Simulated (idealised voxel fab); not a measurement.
Process module name: voxel self aligned contacts
The width of the displayed cross-section, cut, is 170 nm; its cells are square, with a size of 5 nm.
Cross-section, as written here: a square-cell grid given band by band from the top down, where a band holds one or more rows of cells. The entry gives the band's vertical extent as a top height and a bottom height in nm, then its horizontal make-up as materials from left to right, each with a width in nm. "air" stands for empty space; a single material marked "full width" fills the band edge to edge. Ref level 0: as-received wafer is one material below here. Bottom band extends down with no lower bound ("0 down"). Width spec "30..40" -> top row of cells at first value, bottom row at second value, equal per-row change in between. "nothing was modified" means the step left every cell of the cross-section as it was. "Closed voids list": sealed empty spaces, 8 cells or more, no open way to top, listed width x height at distance, with distance from the left edge and width, height and distance in nm. Read whatever lies past the settings on a step's line as the simulator's own remark about the step. "overlay nm", when on a step's line for a step with a mask, measures how far to the right of its planned place the mask lay; a negative measure means to the left.

Planned process steps:
step 1: RECEIVE,material Si
step 2: CONFORMAL_DEP,material SiO2,thk nm 5
step 3: DIRECTIONAL_DEP,material polySi,thk nm 25
step 4: DIRECTIONAL_DEP,material SiN,thk nm 20
step 5: PATTERN,tone cover,mask id GATE,material resist,width nm 25,pitch nm 60,thk nm 20,overlay nm 0
step 6: DIRECTIONAL_ETCH,etch materials SiN,depth nm 20
step 7: DIRECTIONAL_ETCH,etch materials polySi,depth nm 25
step 8: STRIP,etch materials resist
step 9: CONFORMAL_DEP,material SiN,thk nm 5
step 10: DIRECTIONAL_ETCH,etch materials SiN,depth nm 5
step 11: FILL_DEP,material SiO2,thk nm 15
step 12: CMP,height nm 55
step 13: DIRECTIONAL_DEP,material aC,thk nm 10
step 14: PATTERN,tone open,mask id CONTACT,material resist,width nm 45,thk nm 25,overlay nm 0
step 15: DIRECTIONAL_ETCH,etch materials aC,depth nm 10
step 16: STRIP,etch materials resist
step 17: DIRECTIONAL_ETCH,etch materials SiO2,depth nm 55
step 18: STRIP,etch materials aC
step 19: CONFORMAL_DEP,material TiN,thk nm 5
step 20: FILL_DEP,material Ru,thk nm 5
step 21: CMP,height nm 55
step 22: CONFORMAL_DEP,material SiCN,thk nm 5
Keep in mind the plan's value for the thk nm of step 19 comes from the first wafer; the wafers don't share that setting, but they do share the same starting point.

The first of several wafers as received, shown in cross-section; this is its state after step 1:
- 0 down: Si full width
- Closed voids list: none

Each wafer at the end: cells of each material gained (+) or lost (-) since it was received, then its closed voids:
thk nm 5; +30 Ru; +34 SiCN; +76 SiN; +189 SiO2; +29 TiN; +50 polySi; Closed voids list: none
thk nm 10; +9 Ru; +34 SiCN; +76 SiN; +189 SiO2; +50 TiN; +50 polySi; Closed voids list: none
thk nm 15; +34 SiCN; +76 SiN; +189 SiO2; +59 TiN; +50 polySi; Closed voids list: none
thk nm 20; +34 SiCN; +76 SiN; +189 SiO2; +59 TiN; +50 polySi; Closed voids list: none
